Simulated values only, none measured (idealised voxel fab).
A process module follows: voxel gate over fins.
Xsec cut, 150 nm wide, square cell size 5 nm.
For the purposes of this document, a cross-section shall be understood as a grid of square cells, specified as bands listed in top-to-bottom order, each band consisting of one or more rows of cells. This entry defines a band. It first specifies the height of the band's top and the height of its bottom in nm, and then specifies the band's materials from left to right, stating each material with its width in nm. The word "edge to edge" identifies a single material that fills the band from edge to edge, while the word "empty" identifies empty space. Zero point of the height axis is 0; under it, received wafer = one material. Lowest band: continues down indefinitely, "0 -> down". A width such as "30..40" changes by the same amount from each row of cells to the next, from the band's top row to its bottom row. "stayed the same" -> step changed no cross-section cell. Voids, sealed: empty space of 8 cells or more with no open way to the top, each as width x height at its distance from the left edge, in nm. Text after the settings on a step's line: the simulator's own remark on that step. overlay nm: how far to the right of its planned place the mask lay on this masked step (negative: to the left).
# Process steps foreseen in the plan
1,RECEIVE (material Si)
2,CONFORMAL_DEP (material SiN; thk nm 10)
3,PATTERN (tone cover; mask id FINS; material resist; width nm 15; pitch nm 35; thk nm 15; overlay nm 0)
4,DIRECTIONAL_ETCH (etch materials SiN; depth nm 10)
5,DIRECTIONAL_ETCH (etch materials Si; depth nm 30)
6,STRIP (etch materials resist)
7,OXIDIZE (depth nm 5)
8,FILL_DEP (material SiO2; thk nm 10)
9,CMP (height nm 10)
10,SELECTIVE_ETCH (etch materials SiO2; depth nm 20)
11,STRIP (etch materials SiN)
12,CONFORMAL_DEP (material HfO2; thk nm 5)
13,CONFORMAL_DEP (material TiN; thk nm 5)
14,CONFORMAL_DEP (material TiAl; thk nm 5)
15,CONFORMAL_DEP (material TiN; thk nm 5)
16,FILL_DEP (material W; thk nm 10)
17,CMP (height nm 25)
18,CONFORMAL_DEP (material SiN; thk nm 5)
# Below: the first of two wafers, run as planned
# Step 1 complete: cross-section of the wafer as received
> 0 -> down | Si edge to edge
> Voids, sealed: none
# Presented here is a cross-section of the wafer after step 2 has been performed
> 10 -> 0 | SiN edge to edge
> Below a height of 0, the structure has not been altered.
# Presented here is a cross-section of the wafer after step 3 has been performed
> 25 -> 10 | 30 empty; 15 resist; 20 empty; 15 resist; 20 empty; 15 resist; 35 empty
> Below a height of 10, the structure has not been altered.
# Presented here is a cross-section of the wafer after step 4 has been performed
> 25 -> 10 | 30 empty; 15 resist; 20 empty; 15 resist; 20 empty; 15 resist; 35 empty
> 10 -> 0 | 30 empty; 15 SiN; 20 empty; 15 SiN; 20 empty; 15 SiN; 35 empty
> Below a height of 0, the structure has not been altered.
# Presented here is a cross-section of the wafer after step 5 has been performed
> 25 -> 10 | 30 empty; 15 resist; 20 empty; 15 resist; 20 empty; 15 resist; 35 empty
> 10 -> 0 | 30 empty; 15 SiN; 20 empty; 15 SiN; 20 empty; 15 SiN; 35 empty
> 0 -> -30 | 30 empty; 15 Si; 20 empty; 15 Si; 20 empty; 15 Si; 35 empty
> Below a height of -30, the structure has not been altered.
# Presented here is a cross-section of the wafer after step 6 has been performed
> 10 -> 0 | 30 empty; 15 SiN; 20 empty; 15 SiN; 20 empty; 15 SiN; 35 empty
> Below a height of 0, the structure has not been altered.
# Presented here is a cross-section of the wafer after step 7 has been performed
> 10 -> 0 | 30 empty; 15 SiN; 20 empty; 15 SiN; 20 empty; 15 SiN; 35 empty
> 0 -> -30 | 30 empty; 5 SiO2; 5 Si; 5 SiO2; 20 empty; 5 SiO2; 5 Si; 5 SiO2; 20 empty; 5 SiO2; 5 Si; 5 SiO2; 35 empty
> -30 -> -35 | 35 SiO2; 5 Si; 30 SiO2; 5 Si; 30 SiO2; 5 Si; 40 SiO2
> Below a height of -35, the structure has not been altered.
# Presented here is a cross-section of the wafer after step 8 has been performed
> 20 -> 10 | SiO2 edge to edge
> 10 -> 0 | 30 SiO2; 15 SiN; 20 SiO2; 15 SiN; 20 SiO2; 15 SiN; 35 SiO2
> 0 -> -35 | 35 SiO2; 5 Si; 30 SiO2; 5 Si; 30 SiO2; 5 Si; 40 SiO2
> Below a height of -35, the structure has not been altered.
# Presented here is a cross-section of the wafer after step 9 has been performed
> 10 -> 0 | 30 SiO2; 15 SiN; 20 SiO2; 15 SiN; 20 SiO2; 15 SiN; 35 SiO2
> Below a height of 0, the structure has not been altered.
# Presented here is a cross-section of the wafer after step 10 has been performed
> 10 -> 0 | 30 empty; 15 SiN; 20 empty; 15 SiN; 20 empty; 15 SiN; 35 empty
> 0 -> -10 | 35 empty; 5 Si; 30 empty; 5 Si; 30 empty; 5 Si; 40 empty
> Below a height of -10, the structure has not been altered.
# Presented here is a cross-section of the wafer after step 11 has been performed
> 0 -> -10 | 35 empty; 5 Si; 30 empty; 5 Si; 30 empty; 5 Si; 40 empty
> Below a height of -10, the structure has not been altered.
# Presented here is a cross-section of the wafer after step 12 has been performed
> 5 -> 0 | 30 empty; 15 HfO2; 20 empty; 15 HfO2; 20 empty; 15 HfO2; 35 empty
> 0 -> -5 | 30 empty; 5 HfO2; 5 Si; 5 HfO2; 20 empty; 5 HfO2; 5 Si; 5 HfO2; 20 empty; 5 HfO2; 5 Si; 5 HfO2; 35 empty
> -5 -> -10 | 35 HfO2; 5 Si; 30 HfO2; 5 Si; 30 HfO2; 5 Si; 40 HfO2
> Below a height of -10, the structure has not been altered.
# Presented here is a cross-section of the wafer after step 13 has been performed
> 10 -> 5 | 25 empty; 25 TiN; 10 empty; 25 TiN; 10 empty; 25 TiN; 30 empty
> 5 -> 0 | 25 empty; 5 TiN; 15 HfO2; 5 TiN; 10 empty; 5 TiN; 15 HfO2; 5 TiN; 10 empty; 5 TiN; 15 HfO2; 5 TiN; 30 empty
> 0 -> -5 | 30 TiN; 5 HfO2; 5 Si; 5 HfO2; 20 TiN; 5 HfO2; 5 Si; 5 HfO2; 20 TiN; 5 HfO2; 5 Si; 5 HfO2; 35 TiN
> Below a height of -5, the structure has not been altered.
# Presented here is a cross-section of the wafer after step 14 has been performed
> 15 -> 10 | 20 empty; 105 TiAl; 25 empty
> 10 -> 5 | 20 empty; 5 TiAl; 25 TiN; 10 TiAl; 25 TiN; 10 TiAl; 25 TiN; 5 TiAl; 25 empty
> 5 -> 0 | 25 TiAl; 5 TiN; 15 HfO2; 5 TiN; 10 TiAl; 5 TiN; 15 HfO2; 5 TiN; 10 TiAl; 5 TiN; 15 HfO2; 5 TiN; 30 TiAl
> Below a height of 0, the structure has not been altered.
# Presented here is a cross-section of the wafer after step 15 has been performed
> 20 -> 15 | 15 empty; 115 TiN; 20 empty
> 15 -> 10 | 15 empty; 5 TiN; 105 TiAl; 5 TiN; 20 empty
> 10 -> 5 | 20 TiN; 5 TiAl; 25 TiN; 10 TiAl; 25 TiN; 10 TiAl; 25 TiN; 5 TiAl; 25 TiN
> Below a height of 5, the structure has not been altered.
# Presented here is a cross-section of the wafer after step 16 has been performed
> 30 -> 20 | W edge to edge
> 20 -> 15 | 15 W; 115 TiN; 20 W
> 15 -> 10 | 15 W; 5 TiN; 105 TiAl; 5 TiN; 20 W
> Below a height of 10, the structure has not been altered.
# Presented here is a cross-section of the wafer after step 17 has been performed
> 25 -> 20 | W edge to edge
> Below a height of 20, the structure has not been altered.
# Presented here is a cross-section of the wafer after step 18 has been performed
> 30 -> 25 | SiN edge to edge
> Below a height of 25, the structure has not been altered.
# Second wafer, same starting conditions and recipe as the first, one mistake in executing it, nothing differs from the first up to and including step 9
# Second wafer, cut view, end of step 10 per plan
> 10 -> 0 | 30 empty; 15 SiN; 20 empty; 15 SiN; 20 empty; 15 SiN; 35 empty
> 0 -> -30 | 35 empty; 5 Si; 30 empty; 5 Si; 30 empty; 5 Si; 40 empty
> Below a height of -30, the structure has not been altered.
# Second wafer, cut view, end of step 11 per plan
> 0 -> -30 | 35 empty; 5 Si; 30 empty; 5 Si; 30 empty; 5 Si; 40 empty
> Below a height of -30, the structure has not been altered.
# Second wafer, cut view, end of step 12 per plan
> 5 -> 0 | 30 empty; 15 HfO2; 20 empty; 15 HfO2; 20 empty; 15 HfO2; 35 empty
> 0 -> -25 | 30 empty; 5 HfO2; 5 Si; 5 HfO2; 20 empty; 5 HfO2; 5 Si; 5 HfO2; 20 empty; 5 HfO2; 5 Si; 5 HfO2; 35 empty
> -25 -> -30 | 35 HfO2; 5 Si; 30 HfO2; 5 Si; 30 HfO2; 5 Si; 40 HfO2
> Below a height of -30, the structure has not been altered.
# Second wafer, cut view, end of step 13 per plan
> 10 -> 5 | 25 empty; 25 TiN; 10 empty; 25 TiN; 10 empty; 25 TiN; 30 empty
> 5 -> 0 | 25 empty; 5 TiN; 15 HfO2; 5 TiN; 10 empty; 5 TiN; 15 HfO2; 5 TiN; 10 empty; 5 TiN; 15 HfO2; 5 TiN; 30 empty
> 0 -> -20 | 25 empty; 5 TiN; 5 HfO2; 5 Si; 5 HfO2; 5 TiN; 10 empty; 5 TiN; 5 HfO2; 5 Si; 5 HfO2; 5 TiN; 10 empty; 5 TiN; 5 HfO2; 5 Si; 5 HfO2; 5 TiN; 30 empty
> -20 -> -25 | 30 TiN; 5 HfO2; 5 Si; 5 HfO2; 20 TiN; 5 HfO2; 5 Si; 5 HfO2; 20 TiN; 5 HfO2; 5 Si; 5 HfO2; 35 TiN
> Below a height of -25, the structure has not been altered.
# Second wafer, cut view, end of step 14 per plan
> 15 -> 10 | 20 empty; 105 TiAl; 25 empty
> 10 -> 5 | 20 empty; 5 TiAl; 25 TiN; 10 TiAl; 25 TiN; 10 TiAl; 25 TiN; 5 TiAl; 25 empty
> 5 -> 0 | 20 empty; 5 TiAl; 5 TiN; 15 HfO2; 5 TiN; 10 TiAl; 5 TiN; 15 HfO2; 5 TiN; 10 TiAl; 5 TiN; 15 HfO2; 5 TiN; 5 TiAl; 25 empty
> 0 -> -15 | 20 empty; 5 TiAl; 5 TiN; 5 HfO2; 5 Si; 5 HfO2; 5 TiN; 10 TiAl; 5 TiN; 5 HfO2; 5 Si; 5 HfO2; 5 TiN; 10 TiAl; 5 TiN; 5 HfO2; 5 Si; 5 HfO2; 5 TiN; 5 TiAl; 25 empty
> -15 -> -20 | 25 TiAl; 5 TiN; 5 HfO2; 5 Si; 5 HfO2; 5 TiN; 10 TiAl; 5 TiN; 5 HfO2; 5 Si; 5 HfO2; 5 TiN; 10 TiAl; 5 TiN; 5 HfO2; 5 Si; 5 HfO2; 5 TiN; 30 TiAl
> Below a height of -20, the structure has not been altered.
# Second wafer, cut view, end of step 15 per plan
> 20 -> 15 | 15 empty; 115 TiN; 20 empty
> 15 -> 10 | 15 empty; 5 TiN; 105 TiAl; 5 TiN; 20 empty
> 10 -> 5 | 15 empty; 5 TiN; 5 TiAl; 25 TiN; 10 TiAl; 25 TiN; 10 TiAl; 25 TiN; 5 TiAl; 5 TiN; 20 empty
> 5 -> 0 | 15 empty; 5 TiN; 5 TiAl; 5 TiN; 15 HfO2; 5 TiN; 10 TiAl; 5 TiN; 15 HfO2; 5 TiN; 10 TiAl; 5 TiN; 15 HfO2; 5 TiN; 5 TiAl; 5 TiN; 20 empty
> 0 -> -10 | 15 empty; 5 TiN; 5 TiAl; 5 TiN; 5 HfO2; 5 Si; 5 HfO2; 5 TiN; 10 TiAl; 5 TiN; 5 HfO2; 5 Si; 5 HfO2; 5 TiN; 10 TiAl; 5 TiN; 5 HfO2; 5 Si; 5 HfO2; 5 TiN; 5 TiAl; 5 TiN; 20 empty
> -10 -> -15 | 20 TiN; 5 TiAl; 5 TiN; 5 HfO2; 5 Si; 5 HfO2; 5 TiN; 10 TiAl; 5 TiN; 5 HfO2; 5 Si; 5 HfO2; 5 TiN; 10 TiAl; 5 TiN; 5 HfO2; 5 Si; 5 HfO2; 5 TiN; 5 TiAl; 25 TiN
> Below a height of -15, the structure has not been altered.
# Second wafer, cut view, end of step 16 per plan
> 30 -> 20 | W edge to edge
> 20 -> 15 | 15 W; 115 TiN; 20 W
> 15 -> 10 | 15 W; 5 TiN; 105 TiAl; 5 TiN; 20 W
> 10 -> 5 | 15 W; 5 TiN; 5 TiAl; 25 TiN; 10 TiAl; 25 TiN; 10 TiAl; 25 TiN; 5 TiAl; 5 TiN; 20 W
> 5 -> 0 | 15 W; 5 TiN; 5 TiAl; 5 TiN; 15 HfO2; 5 TiN; 10 TiAl; 5 TiN; 15 HfO2; 5 TiN; 10 TiAl; 5 TiN; 15 HfO2; 5 TiN; 5 TiAl; 5 TiN; 20 W
> 0 -> -10 | 15 W; 5 TiN; 5 TiAl; 5 TiN; 5 HfO2; 5 Si; 5 HfO2; 5 TiN; 10 TiAl; 5 TiN; 5 HfO2; 5 Si; 5 HfO2; 5 TiN; 10 TiAl; 5 TiN; 5 HfO2; 5 Si; 5 HfO2; 5 TiN; 5 TiAl; 5 TiN; 20 W
> Below a height of -10, the structure has not been altered.
# Second wafer, cut view, end of step 17 per plan
> 25 -> 20 | W edge to edge
> Below a height of 20, the structure has not been altered.
# Second wafer, cut view, end of step 18 per plan
> 30 -> 25 | SiN edge to edge
> Below a height of 25, the structure has not been altered.
What was done differently from what was planned? the plan had its step 10 run twice
End of process, cell counts, second wafer against first, materials with more or fewer: HfO2 +24 | SiO2 -108 | TiAl +24 | TiN +32 | W +28
